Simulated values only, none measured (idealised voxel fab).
process module | voxel released beams
cross-section cut | 160 nm wide | cells 5 nm
A cross-section is a grid of square cells, given in bands from the top down. A band is one or more rows of cells.
Each band's line starts with the height of the band's top and of its bottom, in nm. Then come its materials from left to right, each with its width in nm. One material with "throughout" fills the band from edge to edge. "air" is empty space.
Height 0 is the level under which the wafer as received is all one material. The lowest band goes on downwards, as in "0 down".
A width such as "30 to 40" changes by the same amount from each row of cells to the next, from the band's top row to its bottom row.
"no change" after a step means that no cell of the cross-section changed.
closed voids: empty space of 8 cells or more with no open way to the top, each as width x height at its distance from the left edge, in nm
after a step's settings: what the simulator itself notes on the step
overlay nm, on a step with a mask: how far to the right of its planned place the mask lay; to the left if negative
plan
1 op RECEIVE | material Si
2 op CONFORMAL_DEP | material SiN | thk nm 5
3 op DIRECTIONAL_DEP | material SiO2 | thk nm 15
4 op DIRECTIONAL_DEP | material aC | thk nm 15
5 op PATTERN | tone open | mask id ANCHOR | material resist | width nm 35 | thk nm 35 | overlay nm 0
6 op DIRECTIONAL_ETCH | etch materials aC | depth nm 15
7 op STRIP | etch materials resist
8 op DIRECTIONAL_ETCH | etch materials SiO2 | depth nm 15
9 op STRIP | etch materials aC
10 op CONFORMAL_DEP | material W | thk nm 15
11 op PATTERN | tone cover | mask id BEAM | material resist | width nm 110 | thk nm 15 | overlay nm 0
12 op DIRECTIONAL_ETCH | etch materials W | depth nm 15
13 op STRIP | etch materials resist
14 op STRIP | etch materials SiO2
as received, after step 1
  0 down: Si throughout
  closed voids: none
a wafer at the end: this start, this plan, one mistake
  40 to 25: air 20 | W 110 | air 30
  25 to 20: W throughout
  20 to 5: SiO2 25 | W 35 | SiO2 100
  5 to 0: SiN throughout
  0 down: Si throughout
  closed voids: none
what went wrong: step 10 ran as: op CONFORMAL_DEP | material W | thk nm 20
